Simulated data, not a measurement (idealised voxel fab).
Documented hereafter: the process module known as voxel tone inversion.
In the cross-section labelled cut, the width is 230 nm and each square cell is 5 nm.
A cross-section is a grid of square cells, given in bands from the top down. A band is one or more rows of cells. Heights first: top, then bottom, in nm. Then materials, left to right, each with a width in nm. "edge to edge" on a single material: fills the band edge to edge. "air": empty space. All heights in this document are referenced to 0, defined as the level beneath which the wafer, as received, consists entirely of one material. The lowest band is not bounded below; it extends indefinitely downward and is written in the form "0 down". Width: "30 to 40" (first number = top row, second number = bottom row, same change from row to row of cells). Where the words "all unchanged" appear for a step, the cross-section shows no cell changed by that step; every cell remained as before. Voids, sealed: empty space of 8 cells or more with no open way to the top, each as width x height at its distance from the left edge, in nm. On each step's line, the part that comes after the settings is the simulator's own comment on the step. overlay nm: where the mask lay relative to plan, measured to the right, on steps with a mask; negatives go left.

[The planned process steps are enumerated hereunder]
1. RECEIVE (material Si)
2. CONFORMAL_DEP (material SiCN; thk nm 5)
3. DIRECTIONAL_DEP (material polySi; thk nm 25)
4. PATTERN (tone cover; mask id POSTS; material resist; width nm 25; pitch nm 50; thk nm 35; overlay nm 0)
5. DIRECTIONAL_ETCH (etch materials polySi; depth nm 25)
6. STRIP (etch materials resist)
7. FILL_DEP (material lowk; thk nm 5)
8. CMP (height nm 30)
9. STRIP (etch materials polySi)

[Incoming wafer, cross-sectional view, post step 1]
- 0 down | Si edge to edge
- Voids, sealed: none

[Here's the cross-section of the first of our two wafers at the end of the module - it ran as planned]
- 30 to 5 | lowk: 50 / air: 25 / lowk: 25 / air: 25 / lowk: 25 / air: 25 / lowk: 55
- 5 to 0 | SiCN edge to edge
- 0 down | Si edge to edge
- Voids, sealed: none

[What the second wafer looks like in cross-section once the module is done. Its start and its plan matched the first wafer's exactly; what differed was one mistake in how it was run]
- 30 to 5 | air: 50 / lowk: 25 / air: 25 / lowk: 25 / air: 25 / lowk: 25 / air: 55
- 5 to 0 | SiCN edge to edge
- 0 down | Si edge to edge
- Voids, sealed: none
Error vs. plan: step 4 deviated from plan and actually ran as PATTERN (tone open; mask id POSTS; material resist; width nm 25; pitch nm 50; thk nm 35; overlay nm 0)
End check, counted in cells, second wafer has more or fewer of these materials than the first: -80 lowk
